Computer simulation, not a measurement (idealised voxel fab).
process module | voxel ribs on slabs
cross-section cut | 275 nm wide | cells 5 nm
A cross-section is a grid of square cells, given in bands from the top down. A band is one or more rows of cells.
Each band's line starts with the height of the band's top and of its bottom, in nm. Then come its materials from left to right, each with its width in nm. One material with "throughout" fills the band from edge to edge. "air" is empty space.
Height 0 is the level under which the wafer as received is all one material. The lowest band goes on downwards, as in "0 down".
A width such as "30 to 40" changes by the same amount from each row of cells to the next, from the band's top row to its bottom row.
"no change" after a step means that no cell of the cross-section changed.
closed voids: empty space of 8 cells or more with no open way to the top, each as width x height at its distance from the left edge, in nm
after a step's settings: what the simulator itself notes on the step
overlay nm, on a step with a mask: how far to the right of its planned place the mask lay; to the left if negative
plan
1 op RECEIVE | material Si
2 op DIRECTIONAL_DEP | material SiO2 | thk nm 30
3 op DIRECTIONAL_DEP | material SiN | thk nm 20
4 op DIRECTIONAL_DEP | material aC | thk nm 15
5 op PATTERN | tone cover | mask id RIB | material resist | width nm 30 | thk nm 35 | overlay nm 0
6 op DIRECTIONAL_ETCH | etch materials aC | depth nm 15
7 op STRIP | etch materials resist
8 op DIRECTIONAL_ETCH | etch materials SiN | depth nm 5
9 op STRIP | etch materials aC
10 op DIRECTIONAL_DEP | material aC | thk nm 10
11 op PATTERN | tone cover | mask id SLAB | material resist | width nm 80 | thk nm 30 | overlay nm 0
12 op DIRECTIONAL_ETCH | etch materials aC | depth nm 10
13 op STRIP | etch materials resist
14 op DIRECTIONAL_ETCH | etch materials SiN | depth nm 15
15 op STRIP | etch materials aC
16 op FILL_DEP | material SiO2 | thk nm 25
17 op CMP | height nm 65
18 op DIRECTIONAL_DEP | material TiN | thk nm 5
19 op PATTERN | tone cover | mask id HEATER | material resist | width nm 40 | thk nm 20 | overlay nm 0
20 op DIRECTIONAL_ETCH | etch materials TiN | depth nm 5
21 op STRIP | etch materials resist
22 op CONFORMAL_DEP | material SiO2 | thk nm 10
as received, after step 1
  0 down: Si throughout
  closed voids: none
a wafer at the end: this start, this plan, one mistake
  80 to 75: air 105 | SiO2 60 | air 110
  75 to 70: SiO2 throughout
  70 to 65: SiO2 115 | TiN 40 | SiO2 120
  65 to 45: SiO2 throughout
  45 to 40: SiO2 120 | SiN 30 | SiO2 125
  40 to 30: SiN throughout
  30 to 0: SiO2 throughout
  0 down: Si throughout
  closed voids: none
what went wrong: step 10 ran as: op DIRECTIONAL_DEP | material SiN | thk nm 10
